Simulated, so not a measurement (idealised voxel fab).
The document below concerns the process module designated voxel self aligned contacts.
200 nm wide, 5 nm square cells: that's cross-section cut.
Throughout this document, each cross-section is represented as a grid of square cells and is presented as a sequence of bands enumerated from the top downward, where a band comprises one or more rows of cells. First you get the band's top height and its bottom height, in nm, and then the materials it's made of, left to right, with each width in nm. If you see a single material with "everywhere", that one covers the band edge to edge. "air" is empty space. Heights are measured from 0, the level below which the as-received wafer is all one material; the lowest band has no bottom and continues downward, written as in "0..down". Quick explanation for "30 to 40": the width changes in equal steps down the rows of cells, from the first number in the band's top row to the second number in its bottom row. Step note "no alterations made" = no cross-section cell changed. Reported under the label "Entrapped void list" are the empty spaces having no open way to the top and comprising 8 cells or more; the notation for each is width x height at distance, in which the distance is measured from the left edge and all three values are in nm. If you see something after the settings on a step's line, that's the simulator's own remark about that step. Each step line may optionally specify "overlay nm", which for a step with a mask gives the rightward distance between the mask's planned place and where it lay, a negative value indicating the leftward direction.

So here's the lineup of process steps we planned
1) RECEIVE,material Si
2) CONFORMAL_DEP,material SiO2,thk nm 5
3) DIRECTIONAL_DEP,material polySi,thk nm 30
4) DIRECTIONAL_DEP,material SiN,thk nm 20
5) DIRECTIONAL_DEP,material aC,thk nm 15
6) PATTERN,tone cover,mask id GATE,material resist,width nm 35,pitch nm 60,thk nm 35,overlay nm 0
7) DIRECTIONAL_ETCH,etch materials aC,depth nm 15
8) STRIP,etch materials resist
9) DIRECTIONAL_ETCH,etch materials SiN,depth nm 20
10) DIRECTIONAL_ETCH,etch materials polySi,depth nm 30
11) STRIP,etch materials aC
12) CONFORMAL_DEP,material SiN,thk nm 5
13) DIRECTIONAL_ETCH,etch materials SiN,depth nm 5
14) FILL_DEP,material SiO2,thk nm 15
15) CMP,height nm 60
16) MASKED_ETCH,tone open,mask id CONTACT,width nm 45,pitch nm 60,etch materials SiO2,depth nm 60,overlay nm 0
17) CONFORMAL_DEP,material TiN,thk nm 5
18) FILL_DEP,material Ru,thk nm 10
19) CMP,height nm 60
20) CONFORMAL_DEP,material SiCN,thk nm 5

Cross-sectional view of the wafer in its as-received condition, corresponding to the state after step 1
	0..down | Si everywhere
	Entrapped void list: none

The first of the two wafers as seen in cross-section once the module was finished; processing followed the plan
	65..60 | SiCN everywhere
	60..55 | SiO2 45 | TiN 20 | Ru 5 | TiN 20 | SiO2 15 | TiN 20 | Ru 5 | TiN 20 | SiO2 50
	55..35 | SiO2 15 | SiN 45 | TiN 5 | Ru 5 | TiN 5 | SiN 45 | TiN 5 | Ru 5 | TiN 5 | SiN 45 | SiO2 20
	35..5 | SiO2 15 | SiN 5 | polySi 35 | SiN 5 | TiN 5 | Ru 5 | TiN 5 | SiN 5 | polySi 35 | SiN 5 | TiN 5 | Ru 5 | TiN 5 | SiN 5 | polySi 35 | SiN 5 | SiO2 20
	5..0 | SiO2 60 | TiN 15 | SiO2 45 | TiN 15 | SiO2 65
	0..down | Si everywhere
	Entrapped void list: none

Second wafer through the module, sectioned at the end: same beginning and same plan as the first wafer, with one mistake in carrying it out
	65..60 | SiCN everywhere
	60..55 | SiO2 45 | TiN 20 | Ru 5 | TiN 20 | SiO2 15 | TiN 20 | Ru 5 | TiN 20 | SiO2 50
	55..35 | SiO2 15 | SiN 45 | TiN 5 | Ru 5 | TiN 5 | SiN 45 | TiN 5 | Ru 5 | TiN 5 | SiN 45 | SiO2 20
	35..15 | SiO2 15 | SiN 5 | polySi 35 | SiN 5 | TiN 5 | Ru 5 | TiN 5 | SiN 5 | polySi 35 | SiN 5 | TiN 5 | Ru 5 | TiN 5 | SiN 5 | polySi 35 | SiN 5 | SiO2 20
	15..10 | SiO2 15 | SiN 5 | polySi 35 | SiN 5 | TiN 15 | SiN 5 | polySi 35 | SiN 5 | TiN 15 | SiN 5 | polySi 35 | SiN 5 | SiO2 20
	10..5 | SiN 20 | polySi 35 | SiN 25 | polySi 35 | SiN 25 | polySi 35 | SiN 25
	5..0 | SiO2 everywhere
	0..down | Si everywhere
	Entrapped void list: none
Deviation noted in wafer processing: the run placed steps 12 and 13 each in the position the plan gave to the other
Final wafer comparison in cells, second versus first, more or fewer per material: Ru: 4 fewer, SiN: 13 more, SiO2: 1 fewer, TiN: 8 fewer
